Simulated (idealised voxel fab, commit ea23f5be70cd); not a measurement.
The process module that follows is named voxel spacer lines.
We display cut, a cross-section 190 nm in width whose square cells are each 5 nm.
Format of a cross-section: grid, square cells. Given as bands. Order: top down. Band: one or more rows of cells.
A band entry consists of two parts. The first gives the height of the band's top and the height of its bottom, in nm. The rest lists the band's materials from left to right, each with its width in nm. A single material labelled with the word "all across" fills the band from edge to edge, and the word "empty" marks empty space.
Height 0 is the level under which the wafer as received is all one material. The lowest band goes on downwards, as in "0 and below".
A width such as "30->40" changes by the same amount from each row of cells to the next, from the band's top row to its bottom row.
"changes: none", as given for a step, is the statement that not any cell of the cross-section underwent a change during that step.
If an empty space has no open way to the top and is at least 8 cells in size, "Listed closed voids" lists it, written width x height at distance, where distance is measured from the left edge and every value is in nm.
Note: text after step settings on the step line = simulator remark on that step.
"overlay nm" answers the question of how far to the right of plan the mask lay on a step that has a mask, and when it is negative the answer is to the left.
The following list gives the planned process steps:
1 RECEIVE: material Si
2 CONFORMAL_DEP: material Al2O3, thk nm 10
3 DIRECTIONAL_DEP: material TiN, thk nm 10
4 DIRECTIONAL_DEP: material aC, thk nm 30
5 PATTERN: tone cover, mask id MANDREL, material resist, width nm 15, pitch nm 50, thk nm 40, overlay nm 0
6 DIRECTIONAL_ETCH: etch materials aC, depth nm 30
7 STRIP: etch materials resist
8 CONFORMAL_DEP: material SiN, thk nm 10
9 DIRECTIONAL_ETCH: etch materials SiN, depth nm 10
10 STRIP: etch materials aC
11 DIRECTIONAL_ETCH: etch materials TiN, depth nm 10
12 STRIP: etch materials SiN
This is the cross-section of the wafer as we received it, i.e. after step 1:
	0 and below = Si all across
	Listed closed voids: none
As-planned run: cross-section of the first of two wafers at end of module:
	20 down to 10 = 50 of empty | 10 of TiN | 15 of empty | 10 of TiN | 15 of empty | 10 of TiN | 15 of empty | 10 of TiN | 55 of empty
	10 down to 0 = Al2O3 all across
	0 and below = Si all across
	Listed closed voids: none
This is the second of the two wafers, cross-sectioned at the end of the module; it started exactly like the first and was given the same plan, but it was run with one mistake:
	15 down to 5 = 50 of empty | 10 of TiN | 15 of empty | 10 of TiN | 15 of empty | 10 of TiN | 15 of empty | 10 of TiN | 55 of empty
	5 down to 0 = Al2O3 all across
	0 and below = Si all across
	Listed closed voids: none
Run error: it should be noted that step 2 was executed with settings other than those planned, the operation and settings actually applied being CONFORMAL_DEP: material Al2O3, thk nm 5
Materials where the second wafer ends with more or fewer cells than the first: 38 fewer of Al2O3
